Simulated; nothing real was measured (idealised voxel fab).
Module name: voxel gate over fins (process module)
The figure presents cross-section cut, which has a width of 275 nm and is divided into square cells with an edge length of 5 nm.
Square cells in a grid make up a cross-section in this document, and the grid is given as bands, listed from the top down, each one or more rows of cells. Band: top height; bottom height; in nm. Then, left to right: material with width in nm, for each material. "throughout": a single material spanning edge to edge. "blank": empty space. Measure heights from 0. That's the level where, below it, the as-received wafer is all one material. The lowest band is bottomless and extends downward; write it as in "from 0 down". Width: "30->40" (first number = top row, second number = bottom row, same change from row to row of cells). It should be understood that the words "same as before", when stated for a given step, signify that the cross-section underwent no change in any of its cells during that step. Heads up: "Closed-off voids" only lists the empty pockets with no open path to the top that are 8 cells or more, and it writes them as width x height at distance, distance from the left edge, in nm. Heads up: the bit after the settings on a step's line is the simulator's remark on that step. overlay nm: mask right of planned place by this much (step with mask). Neg. = left.
## Here's what the planned process steps look like
1 RECEIVE: material Si
2 CONFORMAL_DEP: material SiN, thk nm 10
3 DIRECTIONAL_DEP: material aC, thk nm 10
4 PATTERN: tone cover, mask id FINS, material resist, width nm 15, pitch nm 55, thk nm 25, overlay nm 0
5 DIRECTIONAL_ETCH: etch materials aC, depth nm 10
6 STRIP: etch materials resist
7 DIRECTIONAL_ETCH: etch materials SiN, depth nm 10
8 DIRECTIONAL_ETCH: etch materials Si, depth nm 40
9 STRIP: etch materials aC
10 OXIDIZE: depth nm 5
11 FILL_DEP: material SiO2, thk nm 5
12 CMP: height nm 10
13 PATTERN: tone open, mask id RAIL, material resist, width nm 15, thk nm 15, overlay nm 0
14 DIRECTIONAL_ETCH: etch materials SiO2, depth nm 45
15 STRIP: etch materials resist
16 CONFORMAL_DEP: material TiN, thk nm 5
17 FILL_DEP: material W, thk nm 10
18 CMP: height nm 10
19 SELECTIVE_ETCH: etch materials W Ru TiN, depth nm 30
20 FILL_DEP: material SiO2, thk nm 5
21 CMP: height nm 10
22 SELECTIVE_ETCH: etch materials SiO2, depth nm 25
23 STRIP: etch materials SiN
24 CONFORMAL_DEP: material HfO2, thk nm 5
25 CONFORMAL_DEP: material TiN, thk nm 5
26 CONFORMAL_DEP: material TiAl, thk nm 5
27 CONFORMAL_DEP: material TiN, thk nm 5
28 FILL_DEP: material W, thk nm 10
29 CMP: height nm 25
30 CONFORMAL_DEP: material SiN, thk nm 5
## Cross-section of the wafer as it came to us, i.e., already through step 1
from 0 down | Si throughout
Closed-off voids: none
## First of two wafers at the end of the module, shown in cross-section; run carried out as planned
from 30 to 25 | SiN throughout
from 25 to 20 | W throughout
from 20 to 15 | W (60); TiN (45); W (10); TiN (45); W (10); TiN (45); W (60)
from 15 to 10 | W (60); TiN (5); TiAl (35); TiN (5); W (10); TiN (5); TiAl (35); TiN (5); W (10); TiN (5); TiAl (35); TiN (5); W (60)
from 10 to 5 | W (60); TiN (5); TiAl (5); TiN (25); TiAl (5); TiN (5); W (10); TiN (5); TiAl (5); TiN (25); TiAl (5); TiN (5); W (10); TiN (5); TiAl (5); TiN (25); TiAl (5); TiN (5); W (60)
from 5 to 0 | TiN (65); TiAl (5); TiN (5); HfO2 (15); TiN (5); TiAl (5); TiN (20); TiAl (5); TiN (5); HfO2 (15); TiN (5); TiAl (5); TiN (20); TiAl (5); TiN (5); HfO2 (15); TiN (5); TiAl (5); TiN (65)
from 0 to -5 | TiAl (70); TiN (5); HfO2 (5); Si (5); HfO2 (5); TiN (5); TiAl (30); TiN (5); HfO2 (5); Si (5); HfO2 (5); TiN (5); TiAl (30); TiN (5); HfO2 (5); Si (5); HfO2 (5); TiN (5); TiAl (70)
from -5 to -10 | TiN (75); HfO2 (5); Si (5); HfO2 (5); TiN (40); HfO2 (5); Si (5); HfO2 (5); TiN (40); HfO2 (5); Si (5); HfO2 (5); TiN (75)
from -10 to -15 | HfO2 (80); Si (5); HfO2 (50); Si (5); HfO2 (50); Si (5); HfO2 (80)
from -15 to -20 | SiO2 (80); Si (5); SiO2 (50); Si (5); SiO2 (50); Si (5); SiO2 (80)
from -20 to -30 | SiO2 (80); Si (5); SiO2 (15); TiN (5); W (5); TiN (5); SiO2 (20); Si (5); SiO2 (50); Si (5); SiO2 (80)
from -30 to -35 | SiO2 (80); Si (5); SiO2 (15); TiN (15); SiO2 (20); Si (5); SiO2 (50); Si (5); SiO2 (80)
from -35 to -45 | SiO2 (80); Si (5); SiO2 (50); Si (5); SiO2 (50); Si (5); SiO2 (80)
from -45 down | Si throughout
Closed-off voids: none
## What the second wafer looks like in cross-section once the module is done. Its start and its plan matched the first wafer's exactly; what differed was one mistake in how it was run
from 30 to 25 | SiN throughout
from 25 to 20 | TiAl throughout
from 20 to 15 | TiAl (60); TiN (45); TiAl (10); TiN (45); TiAl (10); TiN (45); TiAl (60)
from 15 to 10 | TiAl (60); TiN (5); TiAl (35); TiN (5); TiAl (10); TiN (5); TiAl (35); TiN (5); TiAl (10); TiN (5); TiAl (35); TiN (5); TiAl (60)
from 10 to 5 | TiAl (60); TiN (5); TiAl (5); TiN (25); TiAl (5); TiN (5); TiAl (10); TiN (5); TiAl (5); TiN (25); TiAl (5); TiN (5); TiAl (10); TiN (5); TiAl (5); TiN (25); TiAl (5); TiN (5); TiAl (60)
from 5 to 0 | TiN (65); TiAl (5); TiN (5); HfO2 (15); TiN (5); TiAl (5); TiN (20); TiAl (5); TiN (5); HfO2 (15); TiN (5); TiAl (5); TiN (20); TiAl (5); TiN (5); HfO2 (15); TiN (5); TiAl (5); TiN (65)
from 0 to -5 | TiAl (70); TiN (5); HfO2 (5); Si (5); HfO2 (5); TiN (5); TiAl (30); TiN (5); HfO2 (5); Si (5); HfO2 (5); TiN (5); TiAl (30); TiN (5); HfO2 (5); Si (5); HfO2 (5); TiN (5); TiAl (70)
from -5 to -10 | TiN (75); HfO2 (5); Si (5); HfO2 (5); TiN (40); HfO2 (5); Si (5); HfO2 (5); TiN (40); HfO2 (5); Si (5); HfO2 (5); TiN (75)
from -10 to -15 | HfO2 (80); Si (5); HfO2 (50); Si (5); HfO2 (50); Si (5); HfO2 (80)
from -15 to -20 | SiO2 (80); Si (5); SiO2 (50); Si (5); SiO2 (50); Si (5); SiO2 (80)
from -20 to -30 | SiO2 (80); Si (5); SiO2 (15); TiN (5); W (5); TiN (5); SiO2 (20); Si (5); SiO2 (50); Si (5); SiO2 (80)
from -30 to -35 | SiO2 (80); Si (5); SiO2 (15); TiN (15); SiO2 (20); Si (5); SiO2 (50); Si (5); SiO2 (80)
from -35 to -45 | SiO2 (80); Si (5); SiO2 (50); Si (5); SiO2 (50); Si (5); SiO2 (80)
from -45 down | Si throughout
Closed-off voids: none
The mistake made against the process plan was this: off-plan run, step 28, actual operation and settings FILL_DEP: material TiAl, thk nm 10
Heads up, by the end the second wafer has more or fewer cells of some materials compared to the first: 139 more of TiAl, 139 fewer of W
